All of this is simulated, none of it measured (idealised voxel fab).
Proc. module: voxel double patterning
cross-section cut | 155 nm wide | cells 5 nm
Cross-section layout: square cells on a grid; listed as bands, top to bottom; a band spans one or more cell rows.
Band: top height; bottom height; in nm. Then, left to right: material with width in nm, for each material. "everywhere": a single material spanning edge to edge. "empty": empty space.
The level at which height equals 0 is the one under which the wafer, as it arrives, is entirely one material. No lower edge exists for the bottom band, which continues downward and is notated as in "0 and below".
Graded width ("30 to 40"): value in top row of band = first number; value in bottom row = second number; row-to-row change constant.
The designation "stayed the same", where it is given for a processing step, indicates that no cell of the cross-section was altered in the course of that step.
Empty spaces counting at least 8 cells and having no open way to the top are listed in "Cavities, sealed". The notation width x height at distance is used for each, the distance being from the left edge and all three values in nm.
Where a step's line continues beyond its settings, the continuation is a remark by the simulator itself on that step.
Each step line may optionally specify "overlay nm", which for a step with a mask gives the rightward distance between the mask's planned place and where it lay, a negative value indicating the leftward direction.
## Process steps - plan
step 1: RECEIVE,material Si
step 2: CONFORMAL_DEP,material SiO2,thk nm 10
step 3: DIRECTIONAL_DEP,material polySi,thk nm 15
step 4: DIRECTIONAL_DEP,material SiCN,thk nm 10
step 5: MASKED_ETCH,tone open,mask id FIRST,width nm 15,pitch nm 50,etch materials SiCN,depth nm 10,overlay nm 0
step 6: MASKED_ETCH,tone open,mask id SECOND,width nm 15,pitch nm 50,etch materials SiCN,depth nm 10,overlay nm 0
step 7: DIRECTIONAL_ETCH,etch materials polySi,depth nm 5
step 8: STRIP,etch materials SiCN
For clarity, it should be stated that the wafers under discussion commence in an identical condition and differ with respect to the depth nm of step 7, the plan indicating the value that the first wafer had.
## first wafer as received, after step 1
	0 and below  Si everywhere
	Cavities, sealed: none
## The first of several wafers, seen in cross-section after the module's last step, step 8
	25 down to 20  20 polySi | 15 empty | 10 polySi | 15 empty | 10 polySi | 15 empty | 10 polySi | 15 empty | 10 polySi | 15 empty | 20 polySi
	20 down to 10  polySi everywhere
	10 down to 0  SiO2 everywhere
	0 and below  Si everywhere
	Cavities, sealed: none
## The final wafer, sectioned at module end
	25 down to 10  20 polySi | 15 empty | 10 polySi | 15 empty | 10 polySi | 15 empty | 10 polySi | 15 empty | 10 polySi | 15 empty | 20 polySi
	10 down to 0  SiO2 everywhere
	0 and below  Si everywhere
	Cavities, sealed: none
## For your reference, the table is organized with a row per wafer; each row reflects the wafer at the end of the module, indicating for each material the cells gained (+) or lost (-) since receipt, and thereafter its closed voids
depth nm 5 | +62 SiO2 | +78 polySi | Cavities, sealed: none
depth nm 10 | +62 SiO2 | +63 polySi | Cavities, sealed: none
depth nm 15 | +62 SiO2 | +48 polySi | Cavities, sealed: none
depth nm 20 | +62 SiO2 | +48 polySi | Cavities, sealed: none
depth nm 25 | +62 SiO2 | +48 polySi | Cavities, sealed: none
depth nm 30 | +62 SiO2 | +48 polySi | Cavities, sealed: none
